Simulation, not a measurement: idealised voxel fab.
process module | voxel spacer lines
cross-section cut | 295 nm wide | cells 5 nm
A cross-section is a grid of square cells, given in bands from the top down. A band is one or more rows of cells.
Each band's line starts with the height of the band's top and of its bottom, in nm. Then come its materials from left to right, each with its width in nm. One material with "throughout" fills the band from edge to edge. "air" is empty space.
Height 0 is the level under which the wafer as received is all one material. The lowest band goes on downwards, as in "0 down".
A width such as "30 to 40" changes by the same amount from each row of cells to the next, from the band's top row to its bottom row.
"no change" after a step means that no cell of the cross-section changed.
closed voids: empty space of 8 cells or more with no open way to the top, each as width x height at its distance from the left edge, in nm
after a step's settings: what the simulator itself notes on the step
overlay nm, on a step with a mask: how far to the right of its planned place the mask lay; to the left if negative
plan
1 op RECEIVE | material Si
2 op CONFORMAL_DEP | material Al2O3 | thk nm 5
3 op DIRECTIONAL_DEP | material polySi | thk nm 10
4 op DIRECTIONAL_DEP | material aC | thk nm 25
5 op PATTERN | tone cover | mask id MANDREL | material resist | width nm 20 | pitch nm 60 | thk nm 35 | overlay nm 0
6 op DIRECTIONAL_ETCH | etch materials aC | depth nm 25
7 op STRIP | etch materials resist
8 op CONFORMAL_DEP | material SiO2 | thk nm 10
9 op DIRECTIONAL_ETCH | etch materials SiO2 | depth nm 10
10 op STRIP | etch materials aC
11 op DIRECTIONAL_ETCH | etch materials polySi | depth nm 10
12 op STRIP | etch materials SiO2
13 op FILL_DEP | material lowk | thk nm 5
14 op CMP | height nm 15
as received, after step 1
  0 down: Si throughout
  closed voids: none
first wafer at the end, as planned
  15 to 5: lowk 65 | polySi 10 | lowk 20 | polySi 10 | lowk 20 | polySi 10 | lowk 20 | polySi 10 | lowk 20 | polySi 10 | lowk 20 | polySi 10 | lowk 70
  5 to 0: Al2O3 throughout
  0 down: Si throughout
  closed voids: none
second wafer at the end: like start, like plan, one mistake
  15 to 5: lowk 65 | polySi 10 | lowk 20 | polySi 10 | lowk 20 | polySi 10 | lowk 20 | polySi 10 | lowk 20 | polySi 10 | lowk 20 | polySi 10 | lowk 70
  5 to 0: polySi throughout
  0 down: Si throughout
  closed voids: none
what went wrong: step 2 ran as: op CONFORMAL_DEP | material polySi | thk nm 5
at the end the second wafer has, in cells: 59 fewer of Al2O3 | 59 more of polySi
